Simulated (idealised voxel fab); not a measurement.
The name of this process module is voxel self aligned contacts.
Section cut is 265 nm wide and gridded with 5 nm square cells.
Reading order for cross-sections: top band down to bottom band. Underlying form: a grid of square cells. Band size: one or more rows of cells. It is stipulated that each band's entry specify, in nanometres, the height of the top of the band and then that of its bottom, followed by the materials of the band in left-to-right sequence, each together with its width in nanometres. A single material marked by the word "edge to edge" is understood to fill the band from edge to edge; the word "blank" is understood to denote empty space. Heads up on the height convention: 0 is the point under which the incoming wafer is all one material, and the lowest band has no bottom, it just keeps going down, like "0 and below". The width entry "30..40" should be interpreted row by row: the top row of cells in the band takes the first number, the bottom row takes the second number, and the change between adjacent rows is uniform throughout. A step reported as "left unchanged" is a step in which no cell of the cross-section changed. Entry "Tabulated closed voids". Content: empty spaces with no open connection to the top, size 8 cells or greater. Each: width x height at distance. Distance: from left edge. Unit: nm. Where a step's line continues beyond its settings, the continuation is a remark by the simulator itself on that step. Each step line may optionally specify "overlay nm", which for a step with a mask gives the rightward distance between the mask's planned place and where it lay, a negative value indicating the leftward direction.

List of planned process steps
1,RECEIVE with material Si
2,OXIDIZE with depth nm 5
3,DIRECTIONAL_DEP with material polySi, thk nm 20
4,DIRECTIONAL_DEP with material SiN, thk nm 20
5,MASKED_ETCH with tone cover, mask id GATE, width nm 35, pitch nm 60, etch materials SiN, depth nm 20, overlay nm 0
6,MASKED_ETCH with tone cover, mask id GATE, width nm 35, pitch nm 60, etch materials polySi, depth nm 20, overlay nm 0
7,CONFORMAL_DEP with material SiN, thk nm 5
8,DIRECTIONAL_ETCH with etch materials SiN, depth nm 5
9,FILL_DEP with material SiO2, thk nm 10
10,CMP with height nm 45
11,PATTERN with tone open, mask id CONTACT, material resist, width nm 45, thk nm 20, overlay nm 0
12,DIRECTIONAL_ETCH with etch materials SiO2, depth nm 50
13,STRIP with etch materials resist
14,CONFORMAL_DEP with material TiN, thk nm 5
15,FILL_DEP with material W, thk nm 10
16,CMP with height nm 45
17,CONFORMAL_DEP with material SiN, thk nm 5

First of two wafers: run as planned

As received (post step 1): cross-section
> 0 and below  Si edge to edge
> Tabulated closed voids: none

Wafer xsec, post step 2
> 0 down to -5  SiO2 edge to edge
> For the remainder of the cross-section, below -5, there is no change.

Wafer xsec, post step 3
> 20 down to 0  polySi edge to edge
> For the remainder of the cross-section, below 0, there is no change.

Wafer xsec, post step 4
> 40 down to 20  SiN edge to edge
> For the remainder of the cross-section, below 20, there is no change.

Wafer xsec, post step 5
> 40 down to 20  blank 85 / SiN 35 / blank 25 / SiN 35 / blank 85
> For the remainder of the cross-section, below 20, there is no change.

Wafer xsec, post step 6
> 40 down to 20  blank 85 / SiN 35 / blank 25 / SiN 35 / blank 85
> 20 down to 0  blank 85 / polySi 35 / blank 25 / polySi 35 / blank 85
> For the remainder of the cross-section, below 0, there is no change.

Wafer xsec, post step 7
> 45 down to 20  blank 80 / SiN 45 / blank 15 / SiN 45 / blank 80
> 20 down to 5  blank 80 / SiN 5 / polySi 35 / SiN 5 / blank 15 / SiN 5 / polySi 35 / SiN 5 / blank 80
> 5 down to 0  SiN 85 / polySi 35 / SiN 25 / polySi 35 / SiN 85
> For the remainder of the cross-section, below 0, there is no change.

Wafer xsec, post step 8
> 40 down to 20  blank 80 / SiN 45 / blank 15 / SiN 45 / blank 80
> 20 down to 0  blank 80 / SiN 5 / polySi 35 / SiN 5 / blank 15 / SiN 5 / polySi 35 / SiN 5 / blank 80
> For the remainder of the cross-section, below 0, there is no change.

Wafer xsec, post step 9
> 50 down to 40  SiO2 edge to edge
> 40 down to 20  SiO2 80 / SiN 45 / SiO2 15 / SiN 45 / SiO2 80
> 20 down to 0  SiO2 80 / SiN 5 / polySi 35 / SiN 5 / SiO2 15 / SiN 5 / polySi 35 / SiN 5 / SiO2 80
> For the remainder of the cross-section, below 0, there is no change.

Wafer xsec, post step 10
> 45 down to 40  SiO2 edge to edge
> For the remainder of the cross-section, below 40, there is no change.

Wafer xsec, post step 11
> 65 down to 45  resist 110 / blank 45 / resist 110
> For the remainder of the cross-section, below 45, there is no change.

Wafer xsec, post step 12
> 65 down to 45  resist 110 / blank 45 / resist 110
> 45 down to 40  SiO2 110 / blank 45 / SiO2 110
> 40 down to 20  SiO2 80 / SiN 45 / blank 15 / SiN 45 / SiO2 80
> 20 down to 0  SiO2 80 / SiN 5 / polySi 35 / SiN 5 / blank 15 / SiN 5 / polySi 35 / SiN 5 / SiO2 80
> 0 down to -5  SiO2 125 / blank 15 / SiO2 125
> For the remainder of the cross-section, below -5, there is no change.

Wafer xsec, post step 13
> 45 down to 40  SiO2 110 / blank 45 / SiO2 110
> For the remainder of the cross-section, below 40, there is no change.

Wafer xsec, post step 14
> 50 down to 45  TiN 115 / blank 35 / TiN 115
> 45 down to 40  SiO2 110 / TiN 20 / blank 5 / TiN 20 / SiO2 110
> 40 down to 20  SiO2 80 / SiN 45 / TiN 5 / blank 5 / TiN 5 / SiN 45 / SiO2 80
> 20 down to 0  SiO2 80 / SiN 5 / polySi 35 / SiN 5 / TiN 5 / blank 5 / TiN 5 / SiN 5 / polySi 35 / SiN 5 / SiO2 80
> 0 down to -5  SiO2 125 / TiN 15 / SiO2 125
> For the remainder of the cross-section, below -5, there is no change.

Wafer xsec, post step 15
> 60 down to 50  W edge to edge
> 50 down to 45  TiN 115 / W 35 / TiN 115
> 45 down to 40  SiO2 110 / TiN 20 / W 5 / TiN 20 / SiO2 110
> 40 down to 20  SiO2 80 / SiN 45 / TiN 5 / W 5 / TiN 5 / SiN 45 / SiO2 80
> 20 down to 0  SiO2 80 / SiN 5 / polySi 35 / SiN 5 / TiN 5 / W 5 / TiN 5 / SiN 5 / polySi 35 / SiN 5 / SiO2 80
> For the remainder of the cross-section, below 0, there is no change.

Wafer xsec, post step 16
> 45 down to 40  SiO2 110 / TiN 20 / W 5 / TiN 20 / SiO2 110
> For the remainder of the cross-section, below 40, there is no change.

Wafer xsec, post step 17
> 50 down to 45  SiN edge to edge
> For the remainder of the cross-section, below 45, there is no change.

Here the second wafer is described. Its start and its plan were those of the first wafer. Its run contained one mistake. Up to and including step 3, it did exactly what the first wafer did

The second wafer cut through, at the time step 4 was supposed to be finished
> 60 down to 20  SiN edge to edge
> For the remainder of the cross-section, below 20, there is no change.

The second wafer cut through, at the time step 5 was supposed to be finished
> 60 down to 40  blank 85 / SiN 35 / blank 25 / SiN 35 / blank 85
> For the remainder of the cross-section, below 40, there is no change.

The second wafer cut through, at the time step 6 was supposed to be finished: left unchanged

The second wafer cut through, at the time step 7 was supposed to be finished
> 65 down to 45  blank 80 / SiN 45 / blank 15 / SiN 45 / blank 80
> 45 down to 20  SiN edge to edge
> For the remainder of the cross-section, below 20, there is no change.

The second wafer cut through, at the time step 8 was supposed to be finished
> 60 down to 40  blank 80 / SiN 45 / blank 15 / SiN 45 / blank 80
> For the remainder of the cross-section, below 40, there is no change.

The second wafer cut through, at the time step 9 was supposed to be finished
> 70 down to 60  SiO2 edge to edge
> 60 down to 40  SiO2 80 / SiN 45 / SiO2 15 / SiN 45 / SiO2 80
> For the remainder of the cross-section, below 40, there is no change.

The second wafer cut through, at the time step 10 was supposed to be finished
> 45 down to 40  SiO2 80 / SiN 45 / SiO2 15 / SiN 45 / SiO2 80
> For the remainder of the cross-section, below 40, there is no change.

The second wafer cut through, at the time step 11 was supposed to be finished
> 65 down to 45  resist 110 / blank 45 / resist 110
> For the remainder of the cross-section, below 45, there is no change.

The second wafer cut through, at the time step 12 was supposed to be finished
> 65 down to 45  resist 110 / blank 45 / resist 110
> 45 down to 40  SiO2 80 / SiN 45 / blank 15 / SiN 45 / SiO2 80
> For the remainder of the cross-section, below 40, there is no change.

The second wafer cut through, at the time step 13 was supposed to be finished
> 45 down to 40  SiO2 80 / SiN 45 / blank 15 / SiN 45 / SiO2 80
> For the remainder of the cross-section, below 40, there is no change.

The second wafer cut through, at the time step 14 was supposed to be finished
> 50 down to 45  TiN 130 / blank 5 / TiN 130
> 45 down to 40  SiO2 80 / SiN 45 / TiN 15 / SiN 45 / SiO2 80
> For the remainder of the cross-section, below 40, there is no change.

The second wafer cut through, at the time step 15 was supposed to be finished
> 60 down to 50  W edge to edge
> 50 down to 45  TiN 130 / W 5 / TiN 130
> For the remainder of the cross-section, below 45, there is no change.

The second wafer cut through, at the time step 16 was supposed to be finished
> 45 down to 40  SiO2 80 / SiN 45 / TiN 15 / SiN 45 / SiO2 80
> For the remainder of the cross-section, below 40, there is no change.

The second wafer cut through, at the time step 17 was supposed to be finished
> 50 down to 45  SiN edge to edge
> For the remainder of the cross-section, below 45, there is no change.
Short version of what went wrong: regarding the plan, step 4 was run twice
At the finish, the second wafer shows more or fewer cells for some materials than the first does: +142 SiN | -265 SiO2 | -24 TiN | -9 W | +156 polySi
